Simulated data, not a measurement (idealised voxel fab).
Process module in this document: voxel local oxidation
Cross-section cut spans 275 nm and uses square cells 5 nm in size.
For the purposes of this document, a cross-section shall be understood as a grid of square cells, specified as bands listed in top-to-bottom order, each band consisting of one or more rows of cells. Quick guide to a band line: top height, bottom height (nm) up front; then every material left to right with its width in nm. Only one material and it's marked "everywhere"? Then it fills the band edge to edge. And "empty" just means empty space. Heads up on the height convention: 0 is the point under which the incoming wafer is all one material, and the lowest band has no bottom, it just keeps going down, like "0 and below". A width such as "30->40" changes by the same amount from each row of cells to the next, from the band's top row to its bottom row. "no change occurred" for a step: no cell of the cross-section changed in that step. Closed empty spaces (no open way to the top) of 8 cells or more are what "Entrapped void list" lists, each as width x height at distance from the left edge, nm for all three. On each step's line, the part that comes after the settings is the simulator's own comment on the step. overlay nm, on a step with a mask: how far to the right of its planned place the mask lay; to the left if negative.

# plan
1,RECEIVE,material Si
2,OXIDIZE,depth nm 5
3,CONFORMAL_DEP,material SiN,thk nm 15
4,PATTERN,tone cover,mask id ACTIVE,material resist,width nm 130,thk nm 15,overlay nm 0
5,DIRECTIONAL_ETCH,etch materials SiN,depth nm 15
6,STRIP,etch materials resist
7,SELECTIVE_ETCH,etch materials SiO2,depth nm 5
8,OXIDIZE,depth nm 15
9,STRIP,etch materials SiN

# First of two wafers, processed according to plan

# Step 1 complete: cross-section of the wafer as received
0 and below | Si everywhere
Entrapped void list: none

# The wafer in cross-section once step 2 is complete
0 down to -5 | SiO2 everywhere
Everything under -5 stays put, no change at all.

# The wafer in cross-section once step 3 is complete
15 down to 0 | SiN everywhere
Everything under 0 stays put, no change at all.

# The wafer in cross-section once step 4 is complete
30 down to 15 | empty 70; resist 130; empty 75
Everything under 15 stays put, no change at all.

# The wafer in cross-section once step 5 is complete
30 down to 15 | empty 70; resist 130; empty 75
15 down to 0 | empty 70; SiN 130; empty 75
Everything under 0 stays put, no change at all.

# The wafer in cross-section once step 6 is complete
15 down to 0 | empty 70; SiN 130; empty 75
Everything under 0 stays put, no change at all.

# The wafer in cross-section once step 7 is complete
15 down to 0 | empty 70; SiN 130; empty 75
0 down to -5 | empty 75; SiO2 120; empty 80
Everything under -5 stays put, no change at all.

# The wafer in cross-section once step 8 is complete
15 down to 0 | empty 70; SiN 130; empty 75
0 down to -5 | empty 75; SiO2 120; empty 80
-5 down to -20 | SiO2 90; Si 90; SiO2 95
Everything under -20 stays put, no change at all.

# The wafer in cross-section once step 9 is complete
0 down to -5 | empty 75; SiO2 120; empty 80
Everything under -5 stays put, no change at all.

# Okay, second wafer. Nothing different at the start, nothing different in the plan, just one mistake somewhere in the running. As far as step 5, counting that step, it's the first wafer all over again

# Cross-section of the second wafer at the time by which step 6 should have been completed according to the plan
30 down to 15 | empty 70; resist 130; empty 75
15 down to 0 | empty 70; SiN 130; empty 75
0 down to -5 | empty 75; SiO2 120; empty 80
Everything under -5 stays put, no change at all.

# Cross-section of the second wafer at the time by which step 7 should have been completed according to the plan
15 down to 0 | empty 70; SiN 130; empty 75
Everything under 0 stays put, no change at all.

# Cross-section of the second wafer at the time by which step 8 should have been completed according to the plan
15 down to 0 | empty 70; SiN 130; empty 75
0 down to -5 | empty 75; SiO2 120; empty 80
-5 down to -20 | SiO2 90; Si 90; SiO2 95
Everything under -20 stays put, no change at all.

# Cross-section of the second wafer at the time by which step 9 should have been completed according to the plan
0 down to -5 | empty 75; SiO2 120; empty 80
Everything under -5 stays put, no change at all.
What went wrong in running the wafer? steps 6 and 7 got flipped, so each one ran where the other should have
Given identical final cross-sections on the two wafers, the mistake has no effect on any quantity computed by this model.
